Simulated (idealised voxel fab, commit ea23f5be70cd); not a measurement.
The name of this process module is voxel air gaps.
Xsec cut, 175 nm wide, square cell size 5 nm.
Just so we're on the same page, the cross-sections are grids of square cells, and they're listed out in bands top to bottom, each band one or more rows deep. Heights first: top, then bottom, in nm. Then materials, left to right, each with a width in nm. "all across" on a single material: fills the band edge to edge. "blank": empty space. Heights are measured from 0, the level below which the as-received wafer is all one material; the lowest band has no bottom and continues downward, written as in "0 nm and below". Top row gets the first number, bottom row gets the second, and each row in between changes by the same step: that is how a band width like "30..40" works. Where the words "no change occurred" appear for a step, the cross-section shows no cell changed by that step; every cell remained as before. Look at "Enclosed cavities" for the closed voids: empty spaces with no open path to the top, sized 8 cells or up. Each is width x height at distance, distance from the left edge, all nm. What comes after the settings on a step's line is commentary from the simulator itself on that step. Each step line may optionally specify "overlay nm", which for a step with a mask gives the rightward distance between the mask's planned place and where it lay, a negative value indicating the leftward direction.
Intended process steps:
1 RECEIVE | material Si
2 CONFORMAL_DEP | material SiO2 | thk nm 15
3 CONFORMAL_DEP | material SiCN | thk nm 5
4 DIRECTIONAL_DEP | material SiO2 | thk nm 30
5 MASKED_ETCH | tone open | mask id LINES | width nm 20 | pitch nm 45 | etch materials SiO2 | depth nm 30 | overlay nm 0
6 CONFORMAL_DEP | material TiN | thk nm 5
7 FILL_DEP | material Cu | thk nm 10
8 CMP | height nm 50
9 EPI | material Ru | thk nm 10
10 SELECTIVE_ETCH | etch materials SiO2 | depth nm 40
11 CONFORMAL_DEP | material SiCN | thk nm 5
as received, after step 1:
- 0 nm and below | Si all across
- Enclosed cavities: none
Post-module cross-section: identical start and plan to those above, one misstep in execution:
- 65 nm to 60 nm | 5 blank / 140 SiCN / 30 blank
- 60 nm to 50 nm | 5 blank / 5 SiCN / 40 Ru / 5 SiCN / 40 Ru / 5 SiCN / 40 Ru / 5 SiCN / 30 blank
- 50 nm to 45 nm | 5 blank / 15 SiCN / 5 TiN / 10 Cu / 5 TiN / 25 SiCN / 5 TiN / 10 Cu / 5 TiN / 25 SiCN / 5 TiN / 10 Cu / 5 TiN / 15 SiCN / 30 blank
- 45 nm to 25 nm | 15 blank / 5 SiCN / 5 TiN / 10 Cu / 5 TiN / 5 SiCN / 15 blank / 5 SiCN / 5 TiN / 10 Cu / 5 TiN / 5 SiCN / 15 blank / 5 SiCN / 5 TiN / 10 Cu / 5 TiN / 5 SiCN / 40 blank
- 25 nm to 20 nm | 20 SiCN / 20 TiN / 25 SiCN / 20 TiN / 25 SiCN / 20 TiN / 45 SiCN
- 20 nm to 15 nm | SiCN all across
- 15 nm to 0 nm | SiO2 all across
- 0 nm and below | Si all across
- Enclosed cavities: 15 x 20 at 45; 15 x 20 at 90
Plan not followed: in deviation from the planned setting, step 5 was conducted as MASKED_ETCH | tone open | mask id LINES | width nm 20 | pitch nm 45 | etch materials SiO2 | depth nm 30 | overlay nm -10
